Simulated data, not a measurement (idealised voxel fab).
Process module, titled voxel fin reveal
Section cut is 275 nm wide and gridded with 5 nm square cells.
Square cells in a grid make up a cross-section in this document, and the grid is given as bands, listed from the top down, each one or more rows of cells.
In this notation a band is specified by the heights of its top and bottom, in that order and in nm, after which its materials appear from left to right, each paired with its width in nm. The word "full width" attached to a single material means that material fills the band from edge to edge; the word "air" stands for empty space.
Height reference: 0 = level under which incoming wafer is all one material. Lowest band: no bottom, runs on downward, e.g. "z 0 and below".
With a width like "30->40", each row of cells in the band differs from the next by the same amount, the top row carrying the first number and the bottom row the second.
You'll sometimes find "changes: none" written for a step, and that's the way of saying that nowhere in the cross-section did a cell change during that step.
You'll see "Closed void catalog" listing empty spaces that have no way open to the top, as long as they're 8 cells or more; the notation is width x height at distance, where the distance is from the left edge, and all of it is in nm.
On a step's line, text after the settings is the simulator commenting on that step.
"overlay nm" on a masked step: distance the mask lay right of its planned place, negative for left.
## The following list gives the planned process steps
1) RECEIVE (material Si)
2) CONFORMAL_DEP (material SiN; thk nm 5)
3) MASKED_ETCH (tone cover; mask id FINS; width nm 15; pitch nm 35; etch materials SiN; depth nm 5; overlay nm 0)
4) MASKED_ETCH (tone cover; mask id FINS; width nm 15; pitch nm 35; etch materials Si; depth nm 40; overlay nm 0)
5) OXIDIZE (depth nm 5)
6) FILL_DEP (material SiO2; thk nm 15)
7) CMP (height nm 5)
8) SELECTIVE_ETCH (etch materials SiO2; depth nm 20)
9) STRIP (etch materials SiN)
## So, the first of our two wafers, run just as we planned it
## Delivered wafer in cross-section: state after step 1
> z 0 and below  Si full width
> Closed void catalog: none
## Cross-section through the wafer, step 2 finished
> z 5 to 0  SiN full width
> Lower than 0, everything is as it was.
## Cross-section through the wafer, step 3 finished
> z 5 to 0  air 75 / SiN 15 / air 20 / SiN 15 / air 20 / SiN 15 / air 20 / SiN 15 / air 80
> Lower than 0, everything is as it was.
## Cross-section through the wafer, step 4 finished
> z 5 to 0  air 75 / SiN 15 / air 20 / SiN 15 / air 20 / SiN 15 / air 20 / SiN 15 / air 80
> z 0 to -40  air 75 / Si 15 / air 20 / Si 15 / air 20 / Si 15 / air 20 / Si 15 / air 80
> Lower than -40, everything is as it was.
## Cross-section through the wafer, step 5 finished
> z 5 to 0  air 75 / SiN 15 / air 20 / SiN 15 / air 20 / SiN 15 / air 20 / SiN 15 / air 80
> z 0 to -40  air 75 / SiO2 5 / Si 5 / SiO2 5 / air 20 / SiO2 5 / Si 5 / SiO2 5 / air 20 / SiO2 5 / Si 5 / SiO2 5 / air 20 / SiO2 5 / Si 5 / SiO2 5 / air 80
> z -40 to -45  SiO2 80 / Si 5 / SiO2 30 / Si 5 / SiO2 30 / Si 5 / SiO2 30 / Si 5 / SiO2 85
> Lower than -45, everything is as it was.
## Cross-section through the wafer, step 6 finished
> z 20 to 5  SiO2 full width
> z 5 to 0  SiO2 75 / SiN 15 / SiO2 20 / SiN 15 / SiO2 20 / SiN 15 / SiO2 20 / SiN 15 / SiO2 80
> z 0 to -45  SiO2 80 / Si 5 / SiO2 30 / Si 5 / SiO2 30 / Si 5 / SiO2 30 / Si 5 / SiO2 85
> Lower than -45, everything is as it was.
## Cross-section through the wafer, step 7 finished
> z 5 to 0  SiO2 75 / SiN 15 / SiO2 20 / SiN 15 / SiO2 20 / SiN 15 / SiO2 20 / SiN 15 / SiO2 80
> Lower than 0, everything is as it was.
## Cross-section through the wafer, step 8 finished
> z 5 to 0  air 75 / SiN 15 / air 20 / SiN 15 / air 20 / SiN 15 / air 20 / SiN 15 / air 80
> z 0 to -15  air 80 / Si 5 / air 30 / Si 5 / air 30 / Si 5 / air 30 / Si 5 / air 85
> Lower than -15, everything is as it was.
## Cross-section through the wafer, step 9 finished
> z 0 to -15  air 80 / Si 5 / air 30 / Si 5 / air 30 / Si 5 / air 30 / Si 5 / air 85
> Lower than -15, everything is as it was.
## Now the other wafer: same start, same recipe, but we messed up one thing when running it. Up to and including step 7 it's the same as the first one
## Cross-section of the second wafer at the time by which step 8 should have been completed according to the plan
> z 5 to 0  SiO2 75 / air 15 / SiO2 20 / air 15 / SiO2 20 / air 15 / SiO2 20 / air 15 / SiO2 80
> Lower than 0, everything is as it was.
## Cross-section of the second wafer at the time by which step 9 should have been completed according to the plan
> z 0 to -15  air 80 / Si 5 / air 30 / Si 5 / air 30 / Si 5 / air 30 / Si 5 / air 85
> z -15 to -20  SiO2 55 / air 25 / Si 5 / air 30 / Si 5 / air 30 / Si 5 / air 30 / Si 5 / air 25 / SiO2 60
> Lower than -20, everything is as it was.
Plan not followed: a sequencing error occurred in which plan steps 8 and 9 were transposed
Count the cells at the end and the second wafer has more or fewer of some materials than the first: SiO2: 28 fewer
